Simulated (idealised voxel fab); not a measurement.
process module | voxel transistor to metal
cross-section cut | 180 nm wide | cells 5 nm
A cross-section is a grid of square cells, given in bands from the top down. A band is one or more rows of cells.
Each band's line starts with the height of the band's top and of its bottom, in nm. Then come its materials from left to right, each with its width in nm. One material with "throughout" fills the band from edge to edge. "air" is empty space.
Height 0 is the level under which the wafer as received is all one material. The lowest band goes on downwards, as in "0 down".
A width such as "30 to 40" changes by the same amount from each row of cells to the next, from the band's top row to its bottom row.
"no change" after a step means that no cell of the cross-section changed.
closed voids: empty space of 8 cells or more with no open way to the top, each as width x height at its distance from the left edge, in nm
after a step's settings: what the simulator itself notes on the step
overlay nm, on a step with a mask: how far to the right of its planned place the mask lay; to the left if negative
Each pair below shows a cross-section before one step and the cross-section after it, down to the lowest band that changed. The line under each pair gives the step between them, with its settings. The pairs can come from different runs of this module on the same starting wafer, so a pair continues from the pair above only where its "before" says so.
before
  0 down: Si throughout
  closed voids: none
after
  5 to 0: SiO2 throughout
  below 0: unchanged
  closed voids: none
the step between: op CONFORMAL_DEP | material SiO2 | thk nm 5
before: the cross-section after the pair above
after
  20 to 5: SiN throughout
  below 5: unchanged
  closed voids: none
the step between: op CONFORMAL_DEP | material SiN | thk nm 15
before: the cross-section after the pair above
after
  20 to 5: air 40 | SiN 100 | air 40
  below 5: unchanged
  closed voids: none
the step between: op MASKED_ETCH | tone cover | mask id ACTIVE | width nm 100 | etch materials SiN | depth nm 15 | overlay nm 0
before: the cross-section after the pair above
after
  20 to 5: air 40 | SiN 100 | air 40
  5 to 0: air 40 | SiO2 100 | air 40
  below 0: unchanged
  closed voids: none
the step between: op MASKED_ETCH | tone cover | mask id ACTIVE | width nm 100 | etch materials SiO2 | depth nm 5 | overlay nm 0
before: the cross-section after the pair above
after
  20 to 5: air 40 | SiN 100 | air 40
  5 to 0: air 40 | SiO2 100 | air 40
  0 to -20: air 40 | Si 100 | air 40
  below -20: unchanged
  closed voids: none
the step between: op MASKED_ETCH | tone cover | mask id ACTIVE | width nm 100 | etch materials Si | depth nm 20 | overlay nm 0
before: the cross-section after the pair above
after
  20 to 5: air 40 | SiN 100 | air 40
  5 to 0: air 40 | SiO2 100 | air 40
  0 to -20: air 40 | SiO2 5 | Si 90 | SiO2 5 | air 40
  -20 to -25: SiO2 45 | Si 90 | SiO2 45
  below -25: unchanged
  closed voids: none
the step between: op OXIDIZE | depth nm 5
before: the cross-section after the pair above
after
  30 to 20: SiO2 throughout
  20 to 5: SiO2 40 | SiN 100 | SiO2 40
  5 to 0: SiO2 throughout
  0 to -25: SiO2 45 | Si 90 | SiO2 45
  below -25: unchanged
  closed voids: none
the step between: op FILL_DEP | material SiO2 | thk nm 10
before: the cross-section after the pair above
after
  20 to 5: SiO2 40 | SiN 100 | SiO2 40
  below 5: unchanged
  closed voids: none
the step between: op CMP | height nm 20
before: the cross-section after the pair above
after
  20 to 10: air 40 | SiN 100 | air 40
  below 10: unchanged
  closed voids: none
the step between: op SELECTIVE_ETCH | etch materials SiO2 | depth nm 10
before: the cross-section after the pair above
after
  10 to 5: SiO2 40 | air 100 | SiO2 40
  below 5: unchanged
  closed voids: none
the step between: op STRIP | etch materials SiN
before: the cross-section after the pair above
after
  5 to 0: SiO2 35 | air 110 | SiO2 35
  below 0: unchanged
  closed voids: none
the step between: op SELECTIVE_ETCH | etch materials SiO2 | depth nm 5
before: the cross-section after the pair above
after
  5 to 0: SiO2 35 | air 110 | SiO2 35
  0 to -5: SiO2 throughout
  below -5: unchanged
  closed voids: none
the step between: op OXIDIZE | depth nm 5
before: the cross-section after the pair above
after
  30 to 25: polySi 35 | air 110 | polySi 35
  25 to 5: polySi throughout
  5 to 0: SiO2 35 | polySi 110 | SiO2 35
  below 0: unchanged
  closed voids: none
the step between: op DIRECTIONAL_DEP | material polySi | thk nm 25
before: the cross-section after the pair above
after
  40 to 35: SiCN 35 | air 110 | SiCN 35
  35 to 30: SiCN throughout
  30 to 25: polySi 35 | SiCN 110 | polySi 35
  below 25: unchanged
  closed voids: none
the step between: op DIRECTIONAL_DEP | material SiCN | thk nm 10
before: the cross-section after the pair above
after
  50 to 45: aC 35 | air 110 | aC 35
  45 to 40: aC throughout
  40 to 35: SiCN 35 | aC 110 | SiCN 35
  below 35: unchanged
  closed voids: none
the step between: op DIRECTIONAL_DEP | material aC | thk nm 10
before: the cross-section after the pair above
after
  80 to 50: air 80 | resist 20 | air 80
  50 to 45: aC 35 | air 45 | resist 20 | air 45 | aC 35
  below 45: unchanged
  closed voids: none
the step between: op PATTERN | tone cover | mask id GATE | material resist | width nm 20 | thk nm 30 | overlay nm 0
before: the cross-section after the pair above
after
  70 to 45: air 80 | resist 20 | air 80
  45 to 40: air 80 | aC 20 | air 80
  40 to 35: SiCN 35 | air 45 | aC 20 | air 45 | SiCN 35
  below 35: unchanged
  closed voids: none
the step between: op DIRECTIONAL_ETCH | etch materials aC | depth nm 10
before: the cross-section after the pair above
after
  45 to 40: air 80 | aC 20 | air 80
  below 40: unchanged
  closed voids: none
the step between: op STRIP | etch materials resist
before: the cross-section after the pair above
after
  45 to 35: air 80 | aC 20 | air 80
  35 to 30: air 80 | SiCN 20 | air 80
  30 to 25: polySi 35 | air 45 | SiCN 20 | air 45 | polySi 35
  below 25: unchanged
  closed voids: none
the step between: op DIRECTIONAL_ETCH | etch materials SiCN | depth nm 20
before: the cross-section after the pair above
after
  45 to 35: air 80 | aC 20 | air 80
  35 to 25: air 80 | SiCN 20 | air 80
  25 to 5: air 80 | polySi 20 | air 80
  5 to 0: SiO2 35 | air 45 | polySi 20 | air 45 | SiO2 35
  below 0: unchanged
  closed voids: none
the step between: op DIRECTIONAL_ETCH | etch materials polySi | depth nm 35
before: the cross-section after the pair above
after
  35 to 25: air 80 | SiCN 20 | air 80
  below 25: unchanged
  closed voids: none
the step between: op STRIP | etch materials aC
before: the cross-section after the pair above
after
  45 to 35: air 70 | SiN 40 | air 70
  35 to 25: air 70 | SiN 10 | SiCN 20 | SiN 10 | air 70
  25 to 15: air 70 | SiN 10 | polySi 20 | SiN 10 | air 70
  15 to 10: SiN 45 | air 25 | SiN 10 | polySi 20 | SiN 10 | air 25 | SiN 45
  10 to 5: SiN 80 | polySi 20 | SiN 80
  5 to 0: SiO2 35 | SiN 45 | polySi 20 | SiN 45 | SiO2 35
  below 0: unchanged
  closed voids: none
the step between: op CONFORMAL_DEP | material SiN | thk nm 10
before: the cross-section after the pair above
after
  35 to 25: air 70 | SiN 10 | SiCN 20 | SiN 10 | air 70
  25 to 5: air 70 | SiN 10 | polySi 20 | SiN 10 | air 70
  5 to 0: SiO2 35 | SiN 10 | air 25 | SiN 10 | polySi 20 | SiN 10 | air 25 | SiN 10 | SiO2 35
  below 0: unchanged
  closed voids: none
the step between: op DIRECTIONAL_ETCH | etch materials SiN | depth nm 10
before: the cross-section after the pair above
after
  35 to 25: air 70 | SiN 10 | SiCN 20 | SiN 10 | air 70
  25 to 5: air 70 | SiN 10 | polySi 20 | SiN 10 | air 70
  5 to 0: air 35 | SiN 10 | air 25 | SiN 10 | polySi 20 | SiN 10 | air 25 | SiN 10 | air 35
  0 to -5: SiO2 45 | air 25 | SiO2 40 | air 25 | SiO2 45
  below -5: unchanged
  closed voids: none
the step between: op DIRECTIONAL_ETCH | etch materials SiO2 | depth nm 5
before: the cross-section after the pair above
after
  35 to 25: air 70 | SiN 10 | SiCN 20 | SiN 10 | air 70
  25 to 5: air 70 | SiN 10 | polySi 20 | SiN 10 | air 70
  5 to 0: air 35 | SiN 10 | air 25 | SiN 10 | polySi 20 | SiN 10 | air 25 | SiN 10 | air 35
  0 to -5: SiO2 45 | air 25 | SiO2 40 | air 25 | SiO2 45
  -5 to -15: SiO2 45 | air 25 | Si 40 | air 25 | SiO2 45
  below -15: unchanged
  closed voids: none
the step between: op DIRECTIONAL_ETCH | etch materials Si | depth nm 10
before: the cross-section after the pair above
after
  35 to 25: air 70 | SiN 10 | SiCN 20 | SiN 10 | air 70
  25 to 5: air 70 | SiN 10 | polySi 20 | SiN 10 | air 70
  5 to 0: air 35 | SiN 10 | air 15 | nSi 10 | SiN 10 | polySi 20 | SiN 10 | nSi 10 | air 15 | SiN 10 | air 35
  0 to -5: SiO2 45 | air 15 | nSi 10 | SiO2 40 | nSi 10 | air 15 | SiO2 45
  -5 to -15: SiO2 45 | nSi 25 | Si 40 | nSi 25 | SiO2 45
  below -15: unchanged
  closed voids: none
the step between: op EPI | material nSi | thk nm 10
before: the cross-section after the pair above
after
  40 to 35: SiO2 throughout
  35 to 25: SiO2 70 | SiN 10 | SiCN 20 | SiN 10 | SiO2 70
  25 to 5: SiO2 70 | SiN 10 | polySi 20 | SiN 10 | SiO2 70
  5 to 0: SiO2 35 | SiN 10 | SiO2 15 | nSi 10 | SiN 10 | polySi 20 | SiN 10 | nSi 10 | SiO2 15 | SiN 10 | SiO2 35
  0 to -5: SiO2 60 | nSi 10 | SiO2 40 | nSi 10 | SiO2 60
  below -5: unchanged
  closed voids: none
the step between: op FILL_DEP | material SiO2 | thk nm 5
before: the cross-section after the pair above
after
  35 to 25: SiO2 70 | SiN 10 | SiCN 20 | SiN 10 | SiO2 70
  below 25: unchanged
  closed voids: none
the step between: op CMP | height nm 35
before: the cross-section after the pair above
after
  50 to 35: SiO2 throughout
  below 35: unchanged
  closed voids: none
the step between: op DIRECTIONAL_DEP | material SiO2 | thk nm 15
before: the cross-section after the pair above
after
  50 to 35: SiO2 45 | air 20 | SiO2 50 | air 20 | SiO2 45
  35 to 25: SiO2 45 | air 20 | SiO2 5 | SiN 10 | SiCN 20 | SiN 10 | SiO2 5 | air 20 | SiO2 45
  25 to 5: SiO2 45 | air 20 | SiO2 5 | SiN 10 | polySi 20 | SiN 10 | SiO2 5 | air 20 | SiO2 45
  5 to 0: SiO2 35 | SiN 10 | air 15 | nSi 10 | SiN 10 | polySi 20 | SiN 10 | nSi 10 | air 15 | SiN 10 | SiO2 35
  0 to -5: SiO2 45 | air 15 | nSi 10 | SiO2 40 | nSi 10 | air 15 | SiO2 45
  below -5: unchanged
  closed voids: none
the step between: op MASKED_ETCH | tone open | mask id CONTACT | width nm 20 | pitch nm 70 | etch materials SiO2 | depth nm 55 | overlay nm 0
before: the cross-section after the pair above
after
  55 to 50: TiN 50 | air 10 | TiN 60 | air 10 | TiN 50
  50 to 35: SiO2 45 | TiN 5 | air 10 | TiN 5 | SiO2 50 | TiN 5 | air 10 | TiN 5 | SiO2 45
  35 to 25: SiO2 45 | TiN 5 | air 10 | TiN 5 | SiO2 5 | SiN 10 | SiCN 20 | SiN 10 | SiO2 5 | TiN 5 | air 10 | TiN 5 | SiO2 45
  25 to 10: SiO2 45 | TiN 5 | air 10 | TiN 5 | SiO2 5 | SiN 10 | polySi 20 | SiN 10 | SiO2 5 | TiN 5 | air 10 | TiN 5 | SiO2 45
  10 to 5: SiO2 45 | TiN 5 | air 5 | TiN 10 | SiO2 5 | SiN 10 | polySi 20 | SiN 10 | SiO2 5 | TiN 10 | air 5 | TiN 5 | SiO2 45
  5 to 0: SiO2 35 | SiN 10 | TiN 5 | air 5 | TiN 5 | nSi 10 | SiN 10 | polySi 20 | SiN 10 | nSi 10 | TiN 5 | air 5 | TiN 5 | SiN 10 | SiO2 35
  0 to -5: SiO2 45 | TiN 15 | nSi 10 | SiO2 40 | nSi 10 | TiN 15 | SiO2 45
  below -5: unchanged
  closed voids: none
the step between: op CONFORMAL_DEP | material TiN | thk nm 5
before: the cross-section after the pair above
after
  60 to 55: W throughout
  55 to 50: TiN 50 | W 10 | TiN 60 | W 10 | TiN 50
  50 to 35: SiO2 45 | TiN 5 | W 10 | TiN 5 | SiO2 50 | TiN 5 | W 10 | TiN 5 | SiO2 45
  35 to 25: SiO2 45 | TiN 5 | W 10 | TiN 5 | SiO2 5 | SiN 10 | SiCN 20 | SiN 10 | SiO2 5 | TiN 5 | W 10 | TiN 5 | SiO2 45
  25 to 10: SiO2 45 | TiN 5 | W 10 | TiN 5 | SiO2 5 | SiN 10 | polySi 20 | SiN 10 | SiO2 5 | TiN 5 | W 10 | TiN 5 | SiO2 45
  10 to 5: SiO2 45 | TiN 5 | W 5 | TiN 10 | SiO2 5 | SiN 10 | polySi 20 | SiN 10 | SiO2 5 | TiN 10 | W 5 | TiN 5 | SiO2 45
  5 to 0: SiO2 35 | SiN 10 | TiN 5 | W 5 | TiN 5 | nSi 10 | SiN 10 | polySi 20 | SiN 10 | nSi 10 | TiN 5 | W 5 | TiN 5 | SiN 10 | SiO2 35
  below 0: unchanged
  closed voids: none
the step between: op FILL_DEP | material W | thk nm 5
before: the cross-section after the pair above
after
  50 to 35: SiO2 45 | TiN 5 | W 10 | TiN 5 | SiO2 50 | TiN 5 | W 10 | TiN 5 | SiO2 45
  below 35: unchanged
  closed voids: none
the step between: op CMP | height nm 50
before: the cross-section after the pair above
after
  55 to 50: TiN throughout
  below 50: unchanged
  closed voids: none
the step between: op DIRECTIONAL_DEP | material TiN | thk nm 5
before: the cross-section after the pair above
after
  75 to 55: Ru throughout
  below 55: unchanged
  closed voids: none
the step between: op DIRECTIONAL_DEP | material Ru | thk nm 20
before: the cross-section after the pair above
after
  75 to 55: air 45 | Ru 20 | air 50 | Ru 20 | air 45
  below 55: unchanged
  closed voids: none
the step between: op MASKED_ETCH | tone cover | mask id METAL_1 | width nm 20 | pitch nm 70 | etch materials Ru | depth nm 20 | overlay nm 0
before: the cross-section after the pair above
after
  75 to 55: air 45 | Ru 20 | air 50 | Ru 20 | air 45
  55 to 50: air 45 | TiN 20 | air 50 | TiN 20 | air 45
  below 50: unchanged
  closed voids: none
the step between: op MASKED_ETCH | tone cover | mask id METAL_1 | width nm 20 | pitch nm 70 | etch materials TiN | depth nm 5 | overlay nm 0
before: the cross-section after the pair above
after
  85 to 75: lowk throughout
  75 to 55: lowk 45 | Ru 20 | lowk 50 | Ru 20 | lowk 45
  55 to 50: lowk 45 | TiN 20 | lowk 50 | TiN 20 | lowk 45
  below 50: unchanged
  closed voids: none
the step between: op FILL_DEP | material lowk | thk nm 10
before: the cross-section after the pair above
after
  75 to 55: lowk 45 | Ru 20 | lowk 50 | Ru 20 | lowk 45
  below 55: unchanged
  closed voids: none
the step between: op CMP | height nm 75
before: the cross-section after the pair above
after
  80 to 75: SiCN throughout
  below 75: unchanged
  closed voids: none
the step between: op CONFORMAL_DEP | material SiCN | thk nm 5
before: the cross-section after the pair above
after
  110 to 80: lowk throughout
  below 80: unchanged
  closed voids: none
the step between: op DIRECTIONAL_DEP | material lowk | thk nm 30
before: the cross-section after the pair above
after
  120 to 110: aC throughout
  below 110: unchanged
  closed voids: none
the step between: op DIRECTIONAL_DEP | material aC | thk nm 10
before: the cross-section after the pair above
after
  150 to 120: resist 45 | air 15 | resist 55 | air 15 | resist 50
  below 120: unchanged
  closed voids: none
the step between: op PATTERN | tone open | mask id METAL_2_HOLES | material resist | width nm 15 | pitch nm 70 | thk nm 30 | overlay nm 0
before: the cross-section after the pair above
after
  140 to 120: resist 45 | air 15 | resist 55 | air 15 | resist 50
  120 to 110: aC 45 | air 15 | aC 55 | air 15 | aC 50
  below 110: unchanged
  closed voids: none
the step between: op DIRECTIONAL_ETCH | etch materials aC | depth nm 10
before: the cross-section after the pair above
after
  120 to 110: aC 45 | air 15 | aC 55 | air 15 | aC 50
  below 110: unchanged
  closed voids: none
the step between: op STRIP | etch materials resist
before: the cross-section after the pair above
after
  120 to 110: aC 45 | air 15 | aC 55 | air 15 | aC 50
  110 to 80: lowk 45 | air 15 | lowk 55 | air 15 | lowk 50
  below 80: unchanged
  closed voids: none
the step between: op DIRECTIONAL_ETCH | etch materials lowk | depth nm 30
before: the cross-section after the pair above
after
  110 to 80: lowk 45 | air 15 | lowk 55 | air 15 | lowk 50
  below 80: unchanged
  closed voids: none
the step between: op STRIP | etch materials aC
before: the cross-section after the pair above
after
  130 to 110: resist 45 | air 20 | resist 50 | air 20 | resist 45
  below 110: unchanged
  closed voids: none
the step between: op PATTERN | tone open | mask id METAL_2 | material resist | width nm 20 | pitch nm 70 | thk nm 20 | overlay nm 0
before: the cross-section after the pair above
after
  130 to 110: resist 45 | air 20 | resist 50 | air 20 | resist 45
  110 to 95: lowk 45 | air 20 | lowk 50 | air 20 | lowk 45
  below 95: unchanged
  closed voids: none
the step between: op DIRECTIONAL_ETCH | etch materials lowk | depth nm 15
before: the cross-section after the pair above
after
  130 to 110: resist 45 | air 20 | resist 50 | air 20 | resist 45
  110 to 95: lowk 45 | air 20 | lowk 50 | air 20 | lowk 45
  95 to 80: lowk 45 | air 15 | lowk 55 | air 15 | lowk 50
  80 to 75: SiCN 45 | air 15 | SiCN 55 | air 15 | SiCN 50
  below 75: unchanged
  closed voids: none
the step between: op DIRECTIONAL_ETCH | etch materials SiCN | depth nm 5
before: the cross-section after the pair above
after
  110 to 95: lowk 45 | air 20 | lowk 50 | air 20 | lowk 45
  below 95: unchanged
  closed voids: none
the step between: op STRIP | etch materials resist
before: the cross-section after the pair above
after
  115 to 110: TiN 50 | air 10 | TiN 60 | air 10 | TiN 50
  110 to 100: lowk 45 | TiN 5 | air 10 | TiN 5 | lowk 50 | TiN 5 | air 10 | TiN 5 | lowk 45
  100 to 95: lowk 45 | TiN 5 | air 5 | TiN 10 | lowk 50 | TiN 5 | air 5 | TiN 10 | lowk 45
  95 to 80: lowk 45 | TiN 5 | air 5 | TiN 5 | lowk 55 | TiN 5 | air 5 | TiN 5 | lowk 50
  80 to 75: SiCN 45 | TiN 15 | SiCN 55 | TiN 15 | SiCN 50
  below 75: unchanged
  closed voids: none
the step between: op CONFORMAL_DEP | material TiN | thk nm 5
before: the cross-section after the pair above
after
  120 to 115: Ru throughout
  115 to 110: TiN 50 | Ru 10 | TiN 60 | Ru 10 | TiN 50
  110 to 100: lowk 45 | TiN 5 | Ru 10 | TiN 5 | lowk 50 | TiN 5 | Ru 10 | TiN 5 | lowk 45
  100 to 95: lowk 45 | TiN 5 | Ru 5 | TiN 10 | lowk 50 | TiN 5 | Ru 5 | TiN 10 | lowk 45
  95 to 80: lowk 45 | TiN 5 | Ru 5 | TiN 5 | lowk 55 | TiN 5 | Ru 5 | TiN 5 | lowk 50
  below 80: unchanged
  closed voids: none
the step between: op FILL_DEP | material Ru | thk nm 5
before: the cross-section after the pair above
after
  110 to 100: lowk 45 | TiN 5 | Ru 10 | TiN 5 | lowk 50 | TiN 5 | Ru 10 | TiN 5 | lowk 45
  below 100: unchanged
  closed voids: none
the step between: op CMP | height nm 110
before: the cross-section after the pair above
after
  115 to 110: SiN throughout
  below 110: unchanged
  closed voids: none
the step between: op CONFORMAL_DEP | material SiN | thk nm 5
before
  0 down: Si throughout
  closed voids: none
after
  15 to 0: SiN throughout
  below 0: unchanged
  closed voids: none
the step between: op CONFORMAL_DEP | material SiN | thk nm 15
before: the cross-section after the pair above
after
  15 to 0: air 40 | SiN 100 | air 40
  below 0: unchanged
  closed voids: none
the step between: op MASKED_ETCH | tone cover | mask id ACTIVE | width nm 100 | etch materials SiN | depth nm 15 | overlay nm 0
before: the cross-section after the pair above
after
  15 to 0: air 40 | SiN 100 | air 40
  0 to -20: air 40 | Si 100 | air 40
  below -20: unchanged
  closed voids: none
the step between: op MASKED_ETCH | tone cover | mask id ACTIVE | width nm 100 | etch materials Si | depth nm 20 | overlay nm 0
before: the cross-section after the pair above
after
  15 to 0: air 40 | SiN 100 | air 40
  0 to -20: air 40 | SiO2 5 | Si 90 | SiO2 5 | air 40
  -20 to -25: SiO2 45 | Si 90 | SiO2 45
  below -25: unchanged
  closed voids: none
the step between: op OXIDIZE | depth nm 5
before: the cross-section after the pair above
after
  25 to 15: SiO2 throughout
  15 to 0: SiO2 40 | SiN 100 | SiO2 40
  0 to -25: SiO2 45 | Si 90 | SiO2 45
  below -25: unchanged
  closed voids: none
the step between: op FILL_DEP | material SiO2 | thk nm 10
before: the cross-section after the pair above
after
  20 to 15: SiO2 throughout
  below 15: unchanged
  closed voids: none
the step between: op CMP | height nm 20
before: the cross-section after the pair above
after
  15 to 10: air 40 | SiN 100 | air 40
  below 10: unchanged
  closed voids: none
the step between: op SELECTIVE_ETCH | etch materials SiO2 | depth nm 10
before: the cross-section after the pair above
after
  10 to 0: SiO2 40 | air 100 | SiO2 40
  below 0: unchanged
  closed voids: none
the step between: op STRIP | etch materials SiN
before: the cross-section after the pair above
after
  5 to 0: SiO2 35 | air 110 | SiO2 35
  0 to -5: SiO2 35 | air 10 | Si 90 | air 10 | SiO2 35
  below -5: unchanged
  closed voids: none
the step between: op SELECTIVE_ETCH | etch materials SiO2 | depth nm 5
before: the cross-section after the pair above
after
  5 to 0: SiO2 35 | air 110 | SiO2 35
  0 to -5: SiO2 35 | air 10 | SiO2 90 | air 10 | SiO2 35
  -5 to -10: SiO2 50 | Si 80 | SiO2 50
  below -10: unchanged
  closed voids: none
the step between: op OXIDIZE | depth nm 5
before: the cross-section after the pair above
after
  30 to 25: polySi 35 | air 110 | polySi 35
  25 to 20: polySi 35 | air 10 | polySi 90 | air 10 | polySi 35
  20 to 5: polySi throughout
  5 to 0: SiO2 35 | polySi 110 | SiO2 35
  0 to -5: SiO2 35 | polySi 10 | SiO2 90 | polySi 10 | SiO2 35
  below -5: unchanged
  closed voids: none
the step between: op DIRECTIONAL_DEP | material polySi | thk nm 25
before: the cross-section after the pair above
after
  40 to 35: SiCN 35 | air 110 | SiCN 35
  35 to 30: SiCN 35 | air 10 | SiCN 90 | air 10 | SiCN 35
  30 to 25: polySi 35 | SiCN 110 | polySi 35
  25 to 20: polySi 35 | SiCN 10 | polySi 90 | SiCN 10 | polySi 35
  below 20: unchanged
  closed voids: none
the step between: op DIRECTIONAL_DEP | material SiCN | thk nm 10
before: the cross-section after the pair above
after
  50 to 45: aC 35 | air 110 | aC 35
  45 to 40: aC 35 | air 10 | aC 90 | air 10 | aC 35
  40 to 35: SiCN 35 | aC 110 | SiCN 35
  35 to 30: SiCN 35 | aC 10 | SiCN 90 | aC 10 | SiCN 35
  below 30: unchanged
  closed voids: none
the step between: op DIRECTIONAL_DEP | material aC | thk nm 10
before: the cross-section after the pair above
after
  80 to 50: air 80 | resist 20 | air 80
  50 to 45: aC 35 | air 45 | resist 20 | air 45 | aC 35
  below 45: unchanged
  closed voids: none
the step between: op PATTERN | tone cover | mask id GATE | material resist | width nm 20 | thk nm 30 | overlay nm 0
before: the cross-section after the pair above
after
  70 to 45: air 80 | resist 20 | air 80
  45 to 40: air 80 | aC 20 | air 80
  40 to 35: SiCN 35 | air 45 | aC 20 | air 45 | SiCN 35
  35 to 30: SiCN 35 | air 10 | SiCN 90 | air 10 | SiCN 35
  below 30: unchanged
  closed voids: none
the step between: op DIRECTIONAL_ETCH | etch materials aC | depth nm 10
before: the cross-section after the pair above
after
  45 to 40: air 80 | aC 20 | air 80
  below 40: unchanged
  closed voids: none
the step between: op STRIP | etch materials resist
before: the cross-section after the pair above
after
  45 to 35: air 80 | aC 20 | air 80
  35 to 30: air 80 | SiCN 20 | air 80
  30 to 25: polySi 35 | air 45 | SiCN 20 | air 45 | polySi 35
  25 to 20: polySi 35 | air 10 | polySi 90 | air 10 | polySi 35
  below 20: unchanged
  closed voids: none
the step between: op DIRECTIONAL_ETCH | etch materials SiCN | depth nm 20
before: the cross-section after the pair above
after
  45 to 35: air 80 | aC 20 | air 80
  35 to 25: air 80 | SiCN 20 | air 80
  25 to 5: air 80 | polySi 20 | air 80
  5 to 0: SiO2 35 | air 45 | polySi 20 | air 45 | SiO2 35
  0 to -5: SiO2 35 | air 10 | SiO2 90 | air 10 | SiO2 35
  below -5: unchanged
  closed voids: none
the step between: op DIRECTIONAL_ETCH | etch materials polySi | depth nm 35
before: the cross-section after the pair above
after
  35 to 25: air 80 | SiCN 20 | air 80
  below 25: unchanged
  closed voids: none
the step between: op STRIP | etch materials aC
before: the cross-section after the pair above
after
  45 to 35: air 70 | SiN 40 | air 70
  35 to 25: air 70 | SiN 10 | SiCN 20 | SiN 10 | air 70
  25 to 15: air 70 | SiN 10 | polySi 20 | SiN 10 | air 70
  15 to 10: SiN 45 | air 25 | SiN 10 | polySi 20 | SiN 10 | air 25 | SiN 45
  10 to 5: SiN 80 | polySi 20 | SiN 80
  5 to 0: SiO2 35 | SiN 45 | polySi 20 | SiN 45 | SiO2 35
  0 to -5: SiO2 35 | SiN 10 | SiO2 90 | SiN 10 | SiO2 35
  below -5: unchanged
  closed voids: none
the step between: op CONFORMAL_DEP | material SiN | thk nm 10
before: the cross-section after the pair above
after
  35 to 25: air 70 | SiN 10 | SiCN 20 | SiN 10 | air 70
  25 to 5: air 70 | SiN 10 | polySi 20 | SiN 10 | air 70
  5 to 0: SiO2 35 | SiN 10 | air 25 | SiN 10 | polySi 20 | SiN 10 | air 25 | SiN 10 | SiO2 35
  below 0: unchanged
  closed voids: none
the step between: op DIRECTIONAL_ETCH | etch materials SiN | depth nm 10
before: the cross-section after the pair above
after
  35 to 25: air 70 | SiN 10 | SiCN 20 | SiN 10 | air 70
  25 to 5: air 70 | SiN 10 | polySi 20 | SiN 10 | air 70
  5 to 0: air 35 | SiN 10 | air 25 | SiN 10 | polySi 20 | SiN 10 | air 25 | SiN 10 | air 35
  0 to -5: SiO2 35 | SiN 10 | air 25 | SiO2 40 | air 25 | SiN 10 | SiO2 35
  below -5: unchanged
  closed voids: none
the step between: op DIRECTIONAL_ETCH | etch materials SiO2 | depth nm 5
before: the cross-section after the pair above
after
  35 to 25: air 70 | SiN 10 | SiCN 20 | SiN 10 | air 70
  25 to 5: air 70 | SiN 10 | polySi 20 | SiN 10 | air 70
  5 to 0: air 35 | SiN 10 | air 25 | SiN 10 | polySi 20 | SiN 10 | air 25 | SiN 10 | air 35
  0 to -5: SiO2 35 | SiN 10 | air 25 | SiO2 40 | air 25 | SiN 10 | SiO2 35
  -5 to -10: SiO2 50 | air 20 | Si 40 | air 20 | SiO2 50
  -10 to -15: SiO2 45 | Si 5 | air 20 | Si 40 | air 20 | Si 5 | SiO2 45
  below -15: unchanged
  closed voids: none
the step between: op DIRECTIONAL_ETCH | etch materials Si | depth nm 10
before: the cross-section after the pair above
after
  35 to 25: air 70 | SiN 10 | SiCN 20 | SiN 10 | air 70
  25 to 5: air 70 | SiN 10 | polySi 20 | SiN 10 | air 70
  5 to 0: air 35 | SiN 10 | air 15 | nSi 10 | SiN 10 | polySi 20 | SiN 10 | nSi 10 | air 15 | SiN 10 | air 35
  0 to -5: SiO2 35 | SiN 10 | nSi 25 | SiO2 40 | nSi 25 | SiN 10 | SiO2 35
  -5 to -10: SiO2 50 | nSi 20 | Si 40 | nSi 20 | SiO2 50
  -10 to -15: SiO2 45 | Si 5 | nSi 20 | Si 40 | nSi 20 | Si 5 | SiO2 45
  below -15: unchanged
  closed voids: none
the step between: op EPI | material nSi | thk nm 10
before: the cross-section after the pair above
after
  40 to 35: SiO2 throughout
  35 to 25: SiO2 70 | SiN 10 | SiCN 20 | SiN 10 | SiO2 70
  25 to 5: SiO2 70 | SiN 10 | polySi 20 | SiN 10 | SiO2 70
  5 to 0: SiO2 35 | SiN 10 | SiO2 15 | nSi 10 | SiN 10 | polySi 20 | SiN 10 | nSi 10 | SiO2 15 | SiN 10 | SiO2 35
  below 0: unchanged
  closed voids: none
the step between: op FILL_DEP | material SiO2 | thk nm 5
before: the cross-section after the pair above
after
  35 to 25: SiO2 70 | SiN 10 | SiCN 20 | SiN 10 | SiO2 70
  below 25: unchanged
  closed voids: none
the step between: op CMP | height nm 35
before: the cross-section after the pair above
after
  50 to 35: SiO2 throughout
  below 35: unchanged
  closed voids: none
the step between: op DIRECTIONAL_DEP | material SiO2 | thk nm 15
before: the cross-section after the pair above
after
  50 to 35: SiO2 45 | air 20 | SiO2 50 | air 20 | SiO2 45
  35 to 25: SiO2 45 | air 20 | SiO2 5 | SiN 10 | SiCN 20 | SiN 10 | SiO2 5 | air 20 | SiO2 45
  25 to 5: SiO2 45 | air 20 | SiO2 5 | SiN 10 | polySi 20 | SiN 10 | SiO2 5 | air 20 | SiO2 45
  5 to 0: SiO2 35 | SiN 10 | air 15 | nSi 10 | SiN 10 | polySi 20 | SiN 10 | nSi 10 | air 15 | SiN 10 | SiO2 35
  below 0: unchanged
  closed voids: none
the step between: op MASKED_ETCH | tone open | mask id CONTACT | width nm 20 | pitch nm 70 | etch materials SiO2 | depth nm 55 | overlay nm 0
before: the cross-section after the pair above
after
  55 to 50: TiN 50 | air 10 | TiN 60 | air 10 | TiN 50
  50 to 35: SiO2 45 | TiN 5 | air 10 | TiN 5 | SiO2 50 | TiN 5 | air 10 | TiN 5 | SiO2 45
  35 to 25: SiO2 45 | TiN 5 | air 10 | TiN 5 | SiO2 5 | SiN 10 | SiCN 20 | SiN 10 | SiO2 5 | TiN 5 | air 10 | TiN 5 | SiO2 45
  25 to 10: SiO2 45 | TiN 5 | air 10 | TiN 5 | SiO2 5 | SiN 10 | polySi 20 | SiN 10 | SiO2 5 | TiN 5 | air 10 | TiN 5 | SiO2 45
  10 to 5: SiO2 45 | TiN 5 | air 5 | TiN 10 | SiO2 5 | SiN 10 | polySi 20 | SiN 10 | SiO2 5 | TiN 10 | air 5 | TiN 5 | SiO2 45
  5 to 0: SiO2 35 | SiN 10 | TiN 15 | nSi 10 | SiN 10 | polySi 20 | SiN 10 | nSi 10 | TiN 15 | SiN 10 | SiO2 35
  below 0: unchanged
  closed voids: none
the step between: op CONFORMAL_DEP | material TiN | thk nm 5
